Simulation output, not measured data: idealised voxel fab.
Presented below is a process module, voxel ribs on slabs.
250 nm wide, 5 nm square cells: that's cross-section cut.
Cross-section spec: square-cell grid; bands listed top down; each band is one or more rows. Per band: top height and bottom height in nm, followed by the left-to-right materials and their widths in nm; "full width" marks a single material spanning edge to edge, "empty" marks empty space. Height datum 0, below which the as-received substrate wafer is one material. Lowest band open at the bottom, running downward: "0 nm and below". The two numbers in a width such as "30->40" mark its ends across the band: the first belongs to the top row of cells, the second to the bottom row, and from each row to the next the width moves by the same amount. Step marked "nothing got changed"? Then no cell in the cross-section changed in it. Listed in "Closed void table": every empty space of 8 or more cells without an open way to the top. Form: width x height at distance, the distance being from the left edge, all in nm. after a step's settings: what the simulator itself notes on the step. What "overlay nm" on a step's line means: if the step has a mask, that mask lay this far to the right of its planned place, or, when the value is negative, to the left.

The following list gives the planned process steps:
1) op RECEIVE | material Si
2) op DIRECTIONAL_DEP | material SiO2 | thk nm 30
3) op DIRECTIONAL_DEP | material polySi | thk nm 20
4) op PATTERN | tone cover | mask id RIB | material resist | width nm 30 | thk nm 15 | overlay nm 0
5) op DIRECTIONAL_ETCH | etch materials polySi | depth nm 5
6) op STRIP | etch materials resist
7) op PATTERN | tone cover | mask id SLAB | material resist | width nm 80 | thk nm 15 | overlay nm 0
8) op DIRECTIONAL_ETCH | etch materials polySi | depth nm 15
9) op STRIP | etch materials resist
10) op FILL_DEP | material SiO2 | thk nm 15
11) op CMP | height nm 60
12) op DIRECTIONAL_DEP | material W | thk nm 10
13) op PATTERN | tone cover | mask id HEATER | material resist | width nm 40 | thk nm 20 | overlay nm -15
14) op DIRECTIONAL_ETCH | etch materials W | depth nm 10
15) op STRIP | etch materials resist
16) op CONFORMAL_DEP | material SiO2 | thk nm 5
Wafers differ in overlay nm at step 13; plan lists the first wafer's value; identical starting state.

Cross-section of the first of several wafers on receipt, reflecting completion of step 1:
* 0 nm and below = Si full width
* Closed void table: none

The figure below presents a cross-section of the first of several wafers at the conclusion of the module, following its last step, step 16:
* 75 nm to 70 nm = 85 nm empty  50 nm SiO2  115 nm empty
* 70 nm to 65 nm = 85 nm empty  5 nm SiO2  40 nm W  5 nm SiO2  115 nm empty
* 65 nm to 60 nm = 90 nm SiO2  40 nm W  120 nm SiO2
* 60 nm to 50 nm = SiO2 full width
* 50 nm to 45 nm = 110 nm SiO2  30 nm polySi  110 nm SiO2
* 45 nm to 30 nm = 85 nm SiO2  80 nm polySi  85 nm SiO2
* 30 nm to 0 nm = SiO2 full width
* 0 nm and below = Si full width
* Closed void table: none

Last-wafer cross-section at the end of the module:
* 75 nm to 70 nm = 115 nm empty  50 nm SiO2  85 nm empty
* 70 nm to 65 nm = 115 nm empty  5 nm SiO2  40 nm W  5 nm SiO2  85 nm empty
* 65 nm to 60 nm = 120 nm SiO2  40 nm W  90 nm SiO2
* 60 nm to 50 nm = SiO2 full width
* 50 nm to 45 nm = 110 nm SiO2  30 nm polySi  110 nm SiO2
* 45 nm to 30 nm = 85 nm SiO2  80 nm polySi  85 nm SiO2
* 30 nm to 0 nm = SiO2 full width
* 0 nm and below = Si full width
* Closed void table: none

The following table contains a row per wafer, in which are reported, at the conclusion of the module, the cells of each material gained (+) or lost (-) since the wafer's receipt, with its closed voids given thereafter:
overlay nm -15; +600 SiO2; +16 W; +54 polySi; Closed void table: none
overlay nm -10; +600 SiO2; +16 W; +54 polySi; Closed void table: none
overlay nm -5; +600 SiO2; +16 W; +54 polySi; Closed void table: none
overlay nm 0; +600 SiO2; +16 W; +54 polySi; Closed void table: none
overlay nm 5; +600 SiO2; +16 W; +54 polySi; Closed void table: none
overlay nm 10; +600 SiO2; +16 W; +54 polySi; Closed void table: none
overlay nm 15; +600 SiO2; +16 W; +54 polySi; Closed void table: none
